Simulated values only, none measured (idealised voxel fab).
This section sets out a process module, namely voxel gate over fins.
Cross-section cut spans 180 nm and uses square cells 5 nm in size.
Just so we're on the same page, the cross-sections are grids of square cells, and they're listed out in bands top to bottom, each band one or more rows deep.
Band: top and bottom heights (nm) first, top before bottom; then materials from left to right, widths in nm. "full width" marks a sole material filling the band edge to edge. "air" denotes empty space.
Heights are expressed relative to 0, this being the level below which the as-received wafer comprises one material exclusively. The lowest band is unbounded in the downward direction and is denoted as in "top 0, no bottom".
A two-number width, for instance "30..40", indicates that the width is equal to the first number in the top row of the band and to the second number in the bottom row, and that it changes by a constant amount per row of cells.
Any step labelled "no change occurred" changed none of the cells in the cross-section.
Basically, "Closed void roster" tells you about the enclosed voids: empty spaces with no open way to the top, 8 cells or bigger, each written width x height at distance, where distance is from the left edge, all in nm.
If you see something after the settings on a step's line, that's the simulator's own remark about that step.
overlay nm: right-of-plan distance of the mask on a masked step; negative values mean left-of-plan.

Steps planned for the process
1) RECEIVE [material Si]
2) CONFORMAL_DEP [material SiN] [thk nm 10]
3) MASKED_ETCH [tone cover] [mask id FINS] [width nm 15] [pitch nm 60] [etch materials SiN] [depth nm 10] [overlay nm 0]
4) MASKED_ETCH [tone cover] [mask id FINS] [width nm 15] [pitch nm 60] [etch materials Si] [depth nm 35] [overlay nm 0]
5) FILL_DEP [material SiO2] [thk nm 15]
6) CMP [height nm 10]
7) MASKED_ETCH [tone open] [mask id RAIL] [width nm 15] [etch materials SiO2] [depth nm 40] [overlay nm 0]
8) CONFORMAL_DEP [material TiN] [thk nm 5]
9) FILL_DEP [material W] [thk nm 10]
10) CMP [height nm 10]
11) SELECTIVE_ETCH [etch materials W Ru TiN] [depth nm 25]
12) FILL_DEP [material SiO2] [thk nm 5]
13) CMP [height nm 10]
14) SELECTIVE_ETCH [etch materials SiO2] [depth nm 20]
15) STRIP [etch materials SiN]
16) CONFORMAL_DEP [material HfO2] [thk nm 5]
17) CONFORMAL_DEP [material TiN] [thk nm 5]
18) FILL_DEP [material W] [thk nm 10]
19) CMP [height nm 15]
20) CONFORMAL_DEP [material SiCN] [thk nm 10]

First wafer out of two, processed as planned

Cross-section: wafer on arrival = after step 1
  top 0, no bottom  Si full width
  Closed void roster: none

Step 2 complete: cross-section through the wafer
  top 10, bottom 0  SiN full width
  Nothing below the height 0 has changed.

Step 3 complete: cross-section through the wafer
  top 10, bottom 0  50 air; 15 SiN; 45 air; 15 SiN; 55 air
  Nothing below the height 0 has changed.

Step 4 complete: cross-section through the wafer
  top 10, bottom 0  50 air; 15 SiN; 45 air; 15 SiN; 55 air
  top 0, bottom -35  50 air; 15 Si; 45 air; 15 Si; 55 air
  Nothing below the height -35 has changed.

Step 5 complete: cross-section through the wafer
  top 25, bottom 10  SiO2 full width
  top 10, bottom 0  50 SiO2; 15 SiN; 45 SiO2; 15 SiN; 55 SiO2
  top 0, bottom -35  50 SiO2; 15 Si; 45 SiO2; 15 Si; 55 SiO2
  Nothing below the height -35 has changed.

Step 6 complete: cross-section through the wafer
  top 10, bottom 0  50 SiO2; 15 SiN; 45 SiO2; 15 SiN; 55 SiO2
  Nothing below the height 0 has changed.

Step 7 complete: cross-section through the wafer
  top 10, bottom 0  50 SiO2; 15 SiN; 15 SiO2; 15 air; 15 SiO2; 15 SiN; 55 SiO2
  top 0, bottom -30  50 SiO2; 15 Si; 15 SiO2; 15 air; 15 SiO2; 15 Si; 55 SiO2
  Nothing below the height -30 has changed.

Step 8 complete: cross-section through the wafer
  top 15, bottom 10  85 TiN; 5 air; 90 TiN
  top 10, bottom 0  50 SiO2; 15 SiN; 15 SiO2; 5 TiN; 5 air; 5 TiN; 15 SiO2; 15 SiN; 55 SiO2
  top 0, bottom -25  50 SiO2; 15 Si; 15 SiO2; 5 TiN; 5 air; 5 TiN; 15 SiO2; 15 Si; 55 SiO2
  top -25, bottom -30  50 SiO2; 15 Si; 15 SiO2; 15 TiN; 15 SiO2; 15 Si; 55 SiO2
  Nothing below the height -30 has changed.

Step 9 complete: cross-section through the wafer
  top 25, bottom 15  W full width
  top 15, bottom 10  85 TiN; 5 W; 90 TiN
  top 10, bottom 0  50 SiO2; 15 SiN; 15 SiO2; 5 TiN; 5 W; 5 TiN; 15 SiO2; 15 SiN; 55 SiO2
  top 0, bottom -25  50 SiO2; 15 Si; 15 SiO2; 5 TiN; 5 W; 5 TiN; 15 SiO2; 15 Si; 55 SiO2
  Nothing below the height -25 has changed.

Step 10 complete: cross-section through the wafer
  top 10, bottom 0  50 SiO2; 15 SiN; 15 SiO2; 5 TiN; 5 W; 5 TiN; 15 SiO2; 15 SiN; 55 SiO2
  Nothing below the height 0 has changed.

Step 11 complete: cross-section through the wafer
  top 10, bottom 0  50 SiO2; 15 SiN; 15 SiO2; 15 air; 15 SiO2; 15 SiN; 55 SiO2
  top 0, bottom -15  50 SiO2; 15 Si; 15 SiO2; 15 air; 15 SiO2; 15 Si; 55 SiO2
  Nothing below the height -15 has changed.

Step 12 complete: cross-section through the wafer
  top 15, bottom 10  SiO2 full width
  top 10, bottom 0  50 SiO2; 15 SiN; 45 SiO2; 15 SiN; 55 SiO2
  top 0, bottom -15  50 SiO2; 15 Si; 45 SiO2; 15 Si; 55 SiO2
  Nothing below the height -15 has changed.

Step 13 complete: cross-section through the wafer
  top 10, bottom 0  50 SiO2; 15 SiN; 45 SiO2; 15 SiN; 55 SiO2
  Nothing below the height 0 has changed.

Step 14 complete: cross-section through the wafer
  top 10, bottom 0  50 air; 15 SiN; 45 air; 15 SiN; 55 air
  top 0, bottom -10  50 air; 15 Si; 45 air; 15 Si; 55 air
  Nothing below the height -10 has changed.

Step 15 complete: cross-section through the wafer
  top 0, bottom -10  50 air; 15 Si; 45 air; 15 Si; 55 air
  Nothing below the height -10 has changed.

Step 16 complete: cross-section through the wafer
  top 5, bottom 0  45 air; 25 HfO2; 35 air; 25 HfO2; 50 air
  top 0, bottom -5  45 air; 5 HfO2; 15 Si; 5 HfO2; 35 air; 5 HfO2; 15 Si; 5 HfO2; 50 air
  top -5, bottom -10  50 HfO2; 15 Si; 45 HfO2; 15 Si; 55 HfO2
  Nothing below the height -10 has changed.

Step 17 complete: cross-section through the wafer
  top 10, bottom 5  40 air; 35 TiN; 25 air; 35 TiN; 45 air
  top 5, bottom 0  40 air; 5 TiN; 25 HfO2; 5 TiN; 25 air; 5 TiN; 25 HfO2; 5 TiN; 45 air
  top 0, bottom -5  45 TiN; 5 HfO2; 15 Si; 5 HfO2; 35 TiN; 5 HfO2; 15 Si; 5 HfO2; 50 TiN
  Nothing below the height -5 has changed.

Step 18 complete: cross-section through the wafer
  top 20, bottom 10  W full width
  top 10, bottom 5  40 W; 35 TiN; 25 W; 35 TiN; 45 W
  top 5, bottom 0  40 W; 5 TiN; 25 HfO2; 5 TiN; 25 W; 5 TiN; 25 HfO2; 5 TiN; 45 W
  Nothing below the height 0 has changed.

Step 19 complete: cross-section through the wafer
  top 15, bottom 10  W full width
  Nothing below the height 10 has changed.

Step 20 complete: cross-section through the wafer
  top 25, bottom 15  SiCN full width
  Nothing below the height 15 has changed.

Second wafer, same starting state and plan as the first, one mistake in the run, identical through step 15

What the second wafer looks like in cross-section when step 16 should have wrapped up
  top 5, bottom 0  45 air; 25 SiO2; 35 air; 25 SiO2; 50 air
  top 0, bottom -5  45 air; 5 SiO2; 15 Si; 5 SiO2; 35 air; 5 SiO2; 15 Si; 5 SiO2; 50 air
  top -5, bottom -15  50 SiO2; 15 Si; 45 SiO2; 15 Si; 55 SiO2
  Nothing below the height -15 has changed.

What the second wafer looks like in cross-section when step 17 should have wrapped up
  top 10, bottom 5  40 air; 35 TiN; 25 air; 35 TiN; 45 air
  top 5, bottom 0  40 air; 5 TiN; 25 SiO2; 5 TiN; 25 air; 5 TiN; 25 SiO2; 5 TiN; 45 air
  top 0, bottom -5  45 TiN; 5 SiO2; 15 Si; 5 SiO2; 35 TiN; 5 SiO2; 15 Si; 5 SiO2; 50 TiN
  Nothing below the height -5 has changed.

What the second wafer looks like in cross-section when step 18 should have wrapped up
  top 20, bottom 10  W full width
  top 10, bottom 5  40 W; 35 TiN; 25 W; 35 TiN; 45 W
  top 5, bottom 0  40 W; 5 TiN; 25 SiO2; 5 TiN; 25 W; 5 TiN; 25 SiO2; 5 TiN; 45 W
  Nothing below the height 0 has changed.

What the second wafer looks like in cross-section when step 19 should have wrapped up
  top 15, bottom 10  W full width
  Nothing below the height 10 has changed.

What the second wafer looks like in cross-section when step 20 should have wrapped up
  top 25, bottom 15  SiCN full width
  Nothing below the height 15 has changed.
Misprocessing identified: step 16 ran as: CONFORMAL_DEP [material SiO2] [thk nm 5]
Looking at both finished wafers in cells, the second ends up ahead of or behind the first on some materials: 44 fewer of HfO2 | 44 more of SiO2
